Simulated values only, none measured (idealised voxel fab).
process module | voxel wiring stack
cross-section cut | 210 nm wide | cells 5 nm
A cross-section is a grid of square cells, given in bands from the top down. A band is one or more rows of cells.
Each band's line starts with the height of the band's top and of its bottom, in nm. Then come its materials from left to right, each with its width in nm. One material with "throughout" fills the band from edge to edge. "air" is empty space.
Height 0 is the level under which the wafer as received is all one material. The lowest band goes on downwards, as in "0 down".
A width such as "30 to 40" changes by the same amount from each row of cells to the next, from the band's top row to its bottom row.
"no change" after a step means that no cell of the cross-section changed.
closed voids: empty space of 8 cells or more with no open way to the top, each as width x height at its distance from the left edge, in nm
after a step's settings: what the simulator itself notes on the step
overlay nm, on a step with a mask: how far to the right of its planned place the mask lay; to the left if negative
plan
1 op RECEIVE | material Si
2 op CONFORMAL_DEP | material SiO2 | thk nm 10
3 op DIRECTIONAL_DEP | material TiN | thk nm 5
4 op DIRECTIONAL_DEP | material W | thk nm 25
5 op PATTERN | tone cover | mask id METAL_1 | material resist | width nm 30 | pitch nm 55 | thk nm 15 | overlay nm 0
6 op DIRECTIONAL_ETCH | etch materials W | depth nm 25
7 op DIRECTIONAL_ETCH | etch materials TiN | depth nm 5
8 op STRIP | etch materials resist
9 op FILL_DEP | material lowk | thk nm 5
10 op CMP | height nm 40
11 op CONFORMAL_DEP | material SiCN | thk nm 5
12 op DIRECTIONAL_DEP | material lowk | thk nm 10
13 op DIRECTIONAL_DEP | material aC | thk nm 15
14 op PATTERN | tone open | mask id PLUG_1 | material resist | width nm 15 | pitch nm 55 | thk nm 30 | overlay nm 0
15 op DIRECTIONAL_ETCH | etch materials aC | depth nm 15
16 op STRIP | etch materials resist
17 op DIRECTIONAL_ETCH | etch materials lowk | depth nm 10
18 op DIRECTIONAL_ETCH | etch materials SiCN | depth nm 5
19 op STRIP | etch materials aC
20 op EPI | material Ru | thk nm 10
21 op EPI | material Ru | thk nm 5
22 op CONFORMAL_DEP | material SiCN | thk nm 5
23 op DIRECTIONAL_DEP | material SiO2 | thk nm 25
24 op DIRECTIONAL_DEP | material aC | thk nm 10
25 op PATTERN | tone open | mask id METAL_2 | material resist | width nm 30 | pitch nm 55 | thk nm 25 | overlay nm 0
26 op DIRECTIONAL_ETCH | etch materials aC | depth nm 10
27 op STRIP | etch materials resist
28 op DIRECTIONAL_ETCH | etch materials SiO2 | depth nm 25
29 op DIRECTIONAL_ETCH | etch materials SiCN | depth nm 5
30 op STRIP | etch materials aC
31 op CONFORMAL_DEP | material TiN | thk nm 5
32 op FILL_DEP | material W | thk nm 5
33 op CMP | height nm 85
34 op CONFORMAL_DEP | material SiN | thk nm 5
as received, after step 1
  0 down: Si throughout
  closed voids: none
a wafer at the end: this start, this plan, one mistake
  90 to 85: SiN throughout
  85 to 60: SiO2 35 | TiN 5 | W 20 | TiN 5 | SiO2 25 | TiN 5 | W 20 | TiN 5 | SiO2 25 | TiN 5 | W 20 | TiN 5 | SiO2 35
  60 to 55: SiCN 35 | TiN 30 | SiCN 25 | TiN 30 | SiCN 25 | TiN 30 | SiCN 35
  55 to 45: lowk 45 | Ru 15 | lowk 40 | Ru 15 | lowk 40 | Ru 15 | lowk 40
  45 to 40: SiCN 45 | Ru 15 | SiCN 40 | Ru 15 | SiCN 40 | Ru 15 | SiCN 40
  40 to 15: lowk 35 | W 30 | lowk 25 | W 30 | lowk 25 | W 30 | lowk 35
  15 to 10: lowk 35 | TiN 30 | lowk 25 | TiN 30 | lowk 25 | TiN 30 | lowk 35
  10 to 0: SiO2 throughout
  0 down: Si throughout
  closed voids: none
what went wrong: step 14 ran as: op PATTERN | tone open | mask id PLUG_1 | material resist | width nm 15 | pitch nm 55 | thk nm 30 | overlay nm 10
